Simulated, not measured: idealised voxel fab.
process module | voxel capacitor over wiring
The width of the displayed cross-section, cut, is 225 nm; its cells are square, with a size of 5 nm.
Notation: cross-section as square-cell grid; stated in bands, top first, going down; one or more cell rows per band. Per band: top height and bottom height in nm, followed by the left-to-right materials and their widths in nm; "full width" marks a single material spanning edge to edge, "air" marks empty space. Beneath 0, the wafer as received is one material, and that level is where height counting begins. The lowest band goes on downward without a bottom; it is written like "0 down". A width given as "30->40" starts at the first number in the band's top row and ends at the second number in its bottom row, shifting by an equal amount at every step from row to row. Where a step carries "no change occurred", the cross-section came out of it unchanged, cell for cell. What "Closed internal voids" gives you is every empty space of 8 cells or more that is cut off from the top. Each appears as width x height at distance, with the distance taken from the left edge and width, height and distance all in nm. Post-settings text on a step line: simulator's own remark regarding the step. What "overlay nm" on a step's line means: if the step has a mask, that mask lay this far to the right of its planned place, or, when the value is negative, to the left.

## Set out below are the planned steps of the process
1. RECEIVE with material Si
2. CONFORMAL_DEP with material SiO2, thk nm 10
3. DIRECTIONAL_DEP with material TiN, thk nm 5
4. DIRECTIONAL_DEP with material Ru, thk nm 20
5. PATTERN with tone cover, mask id METAL_1, material resist, width nm 25, pitch nm 85, thk nm 15, overlay nm 0
6. DIRECTIONAL_ETCH with etch materials Ru, depth nm 20
7. DIRECTIONAL_ETCH with etch materials TiN, depth nm 5
8. STRIP with etch materials resist
9. CONFORMAL_DEP with material SiN, thk nm 5
10. FILL_DEP with material SiO2, thk nm 5
11. CMP with height nm 35
12. CONFORMAL_DEP with material SiCN, thk nm 5
13. DIRECTIONAL_DEP with material lowk, thk nm 20
14. DIRECTIONAL_DEP with material aC, thk nm 15
15. PATTERN with tone open, mask id PLUG_1, material resist, width nm 15, thk nm 30, overlay nm 0
16. DIRECTIONAL_ETCH with etch materials aC, depth nm 15
17. STRIP with etch materials resist
18. DIRECTIONAL_ETCH with etch materials lowk, depth nm 20
19. DIRECTIONAL_ETCH with etch materials SiCN, depth nm 5
20. STRIP with etch materials aC
21. CONFORMAL_DEP with material TiN, thk nm 5
22. FILL_DEP with material W, thk nm 5
23. CMP with height nm 60
24. DIRECTIONAL_DEP with material TiN, thk nm 10
25. DIRECTIONAL_DEP with material SiN, thk nm 5
26. DIRECTIONAL_DEP with material TiN, thk nm 10
27. MASKED_ETCH with tone cover, mask id UPPER_PLATE, width nm 65, etch materials TiN, depth nm 10, overlay nm 0
28. MASKED_ETCH with tone cover, mask id UPPER_PLATE, width nm 65, etch materials SiN, depth nm 5, overlay nm 0
29. DIRECTIONAL_DEP with material aC, thk nm 15
30. PATTERN with tone cover, mask id LOWER_PLATE, material resist, width nm 75, thk nm 30, overlay nm 0
31. DIRECTIONAL_ETCH with etch materials aC, depth nm 15
32. STRIP with etch materials resist
33. DIRECTIONAL_ETCH with etch materials TiN, depth nm 10
34. STRIP with etch materials aC
35. FILL_DEP with material SiO2, thk nm 15
36. CMP with height nm 95
37. PATTERN with tone open, mask id PLUG_2, material resist, width nm 15, thk nm 15, overlay nm 0
38. DIRECTIONAL_ETCH with etch materials SiO2, depth nm 10
39. STRIP with etch materials resist
40. CONFORMAL_DEP with material TiN, thk nm 5
41. FILL_DEP with material Cu, thk nm 10
42. CMP with height nm 95
43. CONFORMAL_DEP with material SiCN, thk nm 5

## Delivered wafer in cross-section: state after step 1
  0 down = Si full width
  Closed internal voids: none

## Final cross-section, module run with one mistake (start and plan as above)
  100 to 95 = SiCN full width
  95 to 90 = SiO2 75  TiN 5  Cu 5  TiN 5  SiO2 135
  90 to 85 = SiO2 75  TiN 15  SiO2 135
  85 to 75 = SiO2 65  TiN 65  SiO2 95
  75 to 70 = SiO2 65  SiN 65  SiO2 95
  70 to 60 = SiO2 60  TiN 75  SiO2 90
  60 to 40 = lowk 65  TiN 5  W 5  TiN 5  lowk 145
  40 to 35 = SiCN 65  TiN 15  SiCN 145
  35 to 15 = Ru 55  SiN 5  SiO2 15  SiN 5  Ru 60  SiN 5  SiO2 15  SiN 5  Ru 60
  15 to 10 = TiN 55  SiN 25  TiN 60  SiN 25  TiN 60
  10 to 0 = SiO2 full width
  0 down = Si full width
  Closed internal voids: none
Finding, execution versus plan: in deviation from the planned setting, step 5 was conducted as PATTERN with tone open, mask id METAL_1, material resist, width nm 25, pitch nm 85, thk nm 15, overlay nm 0
